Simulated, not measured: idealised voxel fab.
You're looking at the process module voxel wiring stack.
Cross-section cut: width 195 nm, square cells of 5 nm.
Cross-section = grid of square cells, listed top down in bands; band = one or more rows. Look at the band entry: it leads with the top's height and the bottom's height in nm. Then it lists the materials left to right, with a width in nm for each. The word "full width" on a single material says that material fills the band edge to edge. The word "empty" is empty space. Height datum 0, below which the as-received substrate wafer is one material. Lowest band open at the bottom, running downward: "top 0, no bottom". A width given as "30 to 40" starts at the first number in the band's top row and ends at the second number in its bottom row, shifting by an equal amount at every step from row to row. Given "all unchanged" for a step, no cell of the cross-section differs between before and after that step. "Fully sealed voids" lists enclosed empty spaces (at least 8 cells, no open path upward to the top), each as width x height at distance from the left edge, in nm. Anything after a step's settings on that line? It's the simulator's own note about the step. The "overlay nm" setting may appear on a step's line; for a step that uses a mask, it gives how far to the right of its planned position the mask lay, and a negative value indicates the left.

## Below is the list of planned process steps
step 1: RECEIVE, material Si
step 2: CONFORMAL_DEP, material SiO2, thk nm 15
step 3: DIRECTIONAL_DEP, material TiN, thk nm 5
step 4: DIRECTIONAL_DEP, material Ru, thk nm 20
step 5: PATTERN, tone cover, mask id METAL_1, material resist, width nm 20, pitch nm 45, thk nm 20, overlay nm 0
step 6: DIRECTIONAL_ETCH, etch materials Ru, depth nm 20
step 7: DIRECTIONAL_ETCH, etch materials TiN, depth nm 5
step 8: STRIP, etch materials resist
step 9: FILL_DEP, material lowk, thk nm 10
step 10: CMP, height nm 40
step 11: CONFORMAL_DEP, material SiCN, thk nm 5
step 12: DIRECTIONAL_DEP, material lowk, thk nm 15
step 13: DIRECTIONAL_DEP, material aC, thk nm 15
step 14: PATTERN, tone open, mask id PLUG_1, material resist, width nm 15, pitch nm 45, thk nm 35, overlay nm 0
step 15: DIRECTIONAL_ETCH, etch materials aC, depth nm 15
step 16: STRIP, etch materials resist
step 17: DIRECTIONAL_ETCH, etch materials lowk, depth nm 15
step 18: DIRECTIONAL_ETCH, etch materials SiCN, depth nm 5
step 19: STRIP, etch materials aC
step 20: EPI, material Ru, thk nm 10
step 21: EPI, material Ru, thk nm 10
step 22: CONFORMAL_DEP, material SiN, thk nm 5
step 23: DIRECTIONAL_DEP, material SiO2, thk nm 15
step 24: DIRECTIONAL_DEP, material aC, thk nm 10
step 25: PATTERN, tone open, mask id METAL_2, material resist, width nm 20, pitch nm 45, thk nm 30, overlay nm 0
step 26: DIRECTIONAL_ETCH, etch materials aC, depth nm 10
step 27: STRIP, etch materials resist
step 28: DIRECTIONAL_ETCH, etch materials SiO2, depth nm 15
step 29: DIRECTIONAL_ETCH, etch materials SiN, depth nm 5
step 30: STRIP, etch materials aC
step 31: CONFORMAL_DEP, material TiN, thk nm 5
step 32: FILL_DEP, material Cu, thk nm 10
step 33: CMP, height nm 80
step 34: CONFORMAL_DEP, material SiCN, thk nm 5
step 35: DIRECTIONAL_DEP, material lowk, thk nm 30
step 36: DIRECTIONAL_DEP, material aC, thk nm 15
step 37: PATTERN, tone open, mask id METAL_3, material resist, width nm 20, pitch nm 45, thk nm 35, overlay nm 0
step 38: DIRECTIONAL_ETCH, etch materials aC, depth nm 15
step 39: STRIP, etch materials resist
step 40: DIRECTIONAL_ETCH, etch materials lowk, depth nm 15
step 41: STRIP, etch materials aC
step 42: MASKED_ETCH, tone open, mask id METAL_3_HOLES, width nm 15, pitch nm 45, etch materials lowk, depth nm 15, overlay nm 0
step 43: MASKED_ETCH, tone open, mask id METAL_3_HOLES, width nm 15, pitch nm 45, etch materials SiCN, depth nm 5, overlay nm 0
step 44: CONFORMAL_DEP, material TiN, thk nm 5
step 45: FILL_DEP, material Cu, thk nm 5
step 46: CMP, height nm 115
step 47: CONFORMAL_DEP, material SiCN, thk nm 5
step 48: DIRECTIONAL_DEP, material lowk, thk nm 10
step 49: MASKED_ETCH, tone open, mask id PLUG_3, width nm 15, pitch nm 45, etch materials lowk, depth nm 10, overlay nm 0
step 50: MASKED_ETCH, tone open, mask id PLUG_3, width nm 15, pitch nm 45, etch materials SiCN, depth nm 5, overlay nm 0
step 51: CONFORMAL_DEP, material TiN, thk nm 5
step 52: FILL_DEP, material Cu, thk nm 5
step 53: CMP, height nm 130
step 54: CONFORMAL_DEP, material SiCN, thk nm 5
step 55: DIRECTIONAL_DEP, material SiO2, thk nm 25
step 56: DIRECTIONAL_DEP, material aC, thk nm 10
step 57: PATTERN, tone open, mask id METAL_4, material resist, width nm 20, pitch nm 45, thk nm 25, overlay nm 0
step 58: DIRECTIONAL_ETCH, etch materials aC, depth nm 10
step 59: STRIP, etch materials resist
step 60: DIRECTIONAL_ETCH, etch materials SiO2, depth nm 25
step 61: DIRECTIONAL_ETCH, etch materials SiCN, depth nm 5
step 62: STRIP, etch materials aC
step 63: CONFORMAL_DEP, material TiN, thk nm 5
step 64: FILL_DEP, material Cu, thk nm 5
step 65: CMP, height nm 160
step 66: CONFORMAL_DEP, material SiCN, thk nm 5

## Delivered wafer in cross-section: state after step 1
    top 0, no bottom: Si full width
    Fully sealed voids: none

## Cross-section, first of two wafers, end of module, run as planned
    top 165, bottom 160: SiCN full width
    top 160, bottom 135: SiO2 40 nm, TiN 5 nm, Cu 10 nm, TiN 5 nm, SiO2 25 nm, TiN 5 nm, Cu 10 nm, TiN 5 nm, SiO2 25 nm, TiN 5 nm, Cu 10 nm, TiN 5 nm, SiO2 45 nm
    top 135, bottom 130: SiCN 40 nm, TiN 20 nm, SiCN 25 nm, TiN 20 nm, SiCN 25 nm, TiN 20 nm, SiCN 45 nm
    top 130, bottom 120: lowk 40 nm, TiN 5 nm, Cu 5 nm, TiN 5 nm, lowk 30 nm, TiN 5 nm, Cu 5 nm, TiN 5 nm, lowk 30 nm, TiN 5 nm, Cu 5 nm, TiN 5 nm, lowk 50 nm
    top 120, bottom 115: SiCN 40 nm, TiN 15 nm, SiCN 30 nm, TiN 15 nm, SiCN 30 nm, TiN 15 nm, SiCN 50 nm
    top 115, bottom 105: lowk 40 nm, TiN 5 nm, Cu 10 nm, TiN 5 nm, lowk 25 nm, TiN 5 nm, Cu 10 nm, TiN 5 nm, lowk 25 nm, TiN 5 nm, Cu 10 nm, TiN 5 nm, lowk 45 nm
    top 105, bottom 100: lowk 40 nm, TiN 5 nm, Cu 5 nm, TiN 10 nm, lowk 25 nm, TiN 5 nm, Cu 5 nm, TiN 10 nm, lowk 25 nm, TiN 5 nm, Cu 5 nm, TiN 10 nm, lowk 45 nm
    top 100, bottom 85: lowk 40 nm, TiN 5 nm, Cu 5 nm, TiN 5 nm, lowk 30 nm, TiN 5 nm, Cu 5 nm, TiN 5 nm, lowk 30 nm, TiN 5 nm, Cu 5 nm, TiN 5 nm, lowk 50 nm
    top 85, bottom 80: SiCN 40 nm, TiN 15 nm, SiCN 30 nm, TiN 15 nm, SiCN 30 nm, TiN 15 nm, SiCN 50 nm
    top 80, bottom 65: SiO2 40 nm, TiN 5 nm, Cu 10 nm, TiN 5 nm, SiO2 25 nm, TiN 5 nm, Cu 10 nm, TiN 5 nm, SiO2 25 nm, TiN 5 nm, Cu 10 nm, TiN 5 nm, SiO2 45 nm
    top 65, bottom 60: SiN 40 nm, TiN 20 nm, SiN 25 nm, TiN 20 nm, SiN 25 nm, TiN 20 nm, SiN 45 nm
    top 60, bottom 45: lowk 40 nm, Ru 15 nm, lowk 30 nm, Ru 15 nm, lowk 30 nm, Ru 15 nm, lowk 50 nm
    top 45, bottom 40: SiCN 40 nm, Ru 15 nm, SiCN 30 nm, Ru 15 nm, SiCN 30 nm, Ru 15 nm, SiCN 50 nm
    top 40, bottom 20: lowk 40 nm, Ru 20 nm, lowk 25 nm, Ru 20 nm, lowk 25 nm, Ru 20 nm, lowk 45 nm
    top 20, bottom 15: lowk 40 nm, TiN 20 nm, lowk 25 nm, TiN 20 nm, lowk 25 nm, TiN 20 nm, lowk 45 nm
    top 15, bottom 0: SiO2 full width
    top 0, no bottom: Si full width
    Fully sealed voids: none

## Cross-sectional view: second of two wafers, end of module; start and plan identical to the first, one mistake in running
    top 165, bottom 160: SiCN full width
    top 160, bottom 135: SiO2 40 nm, TiN 5 nm, Cu 10 nm, TiN 5 nm, SiO2 25 nm, TiN 5 nm, Cu 10 nm, TiN 5 nm, SiO2 25 nm, TiN 5 nm, Cu 10 nm, TiN 5 nm, SiO2 45 nm
    top 135, bottom 130: SiCN 40 nm, TiN 20 nm, SiCN 25 nm, TiN 20 nm, SiCN 25 nm, TiN 20 nm, SiCN 45 nm
    top 130, bottom 125: Cu 35 nm, TiN 5 nm, lowk 15 nm, TiN 5 nm, Cu 20 nm, TiN 5 nm, lowk 15 nm, TiN 5 nm, Cu 20 nm, TiN 5 nm, lowk 15 nm, TiN 5 nm, Cu 45 nm
    top 125, bottom 120: TiN 40 nm, lowk 15 nm, TiN 30 nm, lowk 15 nm, TiN 30 nm, lowk 15 nm, TiN 50 nm
    top 120, bottom 115: SiCN full width
    top 115, bottom 105: lowk 40 nm, TiN 5 nm, Cu 10 nm, TiN 5 nm, lowk 25 nm, TiN 5 nm, Cu 10 nm, TiN 5 nm, lowk 25 nm, TiN 5 nm, Cu 10 nm, TiN 5 nm, lowk 45 nm
    top 105, bottom 100: lowk 40 nm, TiN 5 nm, Cu 5 nm, TiN 10 nm, lowk 25 nm, TiN 5 nm, Cu 5 nm, TiN 10 nm, lowk 25 nm, TiN 5 nm, Cu 5 nm, TiN 10 nm, lowk 45 nm
    top 100, bottom 85: lowk 40 nm, TiN 5 nm, Cu 5 nm, TiN 5 nm, lowk 30 nm, TiN 5 nm, Cu 5 nm, TiN 5 nm, lowk 30 nm, TiN 5 nm, Cu 5 nm, TiN 5 nm, lowk 50 nm
    top 85, bottom 80: SiCN 40 nm, TiN 15 nm, SiCN 30 nm, TiN 15 nm, SiCN 30 nm, TiN 15 nm, SiCN 50 nm
    top 80, bottom 65: SiO2 40 nm, TiN 5 nm, Cu 10 nm, TiN 5 nm, SiO2 25 nm, TiN 5 nm, Cu 10 nm, TiN 5 nm, SiO2 25 nm, TiN 5 nm, Cu 10 nm, TiN 5 nm, SiO2 45 nm
    top 65, bottom 60: SiN 40 nm, TiN 20 nm, SiN 25 nm, TiN 20 nm, SiN 25 nm, TiN 20 nm, SiN 45 nm
    top 60, bottom 45: lowk 40 nm, Ru 15 nm, lowk 30 nm, Ru 15 nm, lowk 30 nm, Ru 15 nm, lowk 50 nm
    top 45, bottom 40: SiCN 40 nm, Ru 15 nm, SiCN 30 nm, Ru 15 nm, SiCN 30 nm, Ru 15 nm, SiCN 50 nm
    top 40, bottom 20: lowk 40 nm, Ru 20 nm, lowk 25 nm, Ru 20 nm, lowk 25 nm, Ru 20 nm, lowk 45 nm
    top 20, bottom 15: lowk 40 nm, TiN 20 nm, lowk 25 nm, TiN 20 nm, lowk 25 nm, TiN 20 nm, lowk 45 nm
    top 15, bottom 0: SiO2 full width
    top 0, no bottom: Si full width
    Fully sealed voids: none
In executing the process, a mistake was made relative to the plan: heads up, step 49 didn't go per plan, it actually ran as MASKED_ETCH, tone cover, mask id PLUG_3, width nm 15, pitch nm 45, etch materials lowk, depth nm 10, overlay nm 0
It is noted that, at the conclusion of processing, the second wafer exhibits a higher or lower cell count for certain materials relative to the first: +18 Cu, +9 SiCN, +15 TiN, -42 lowk
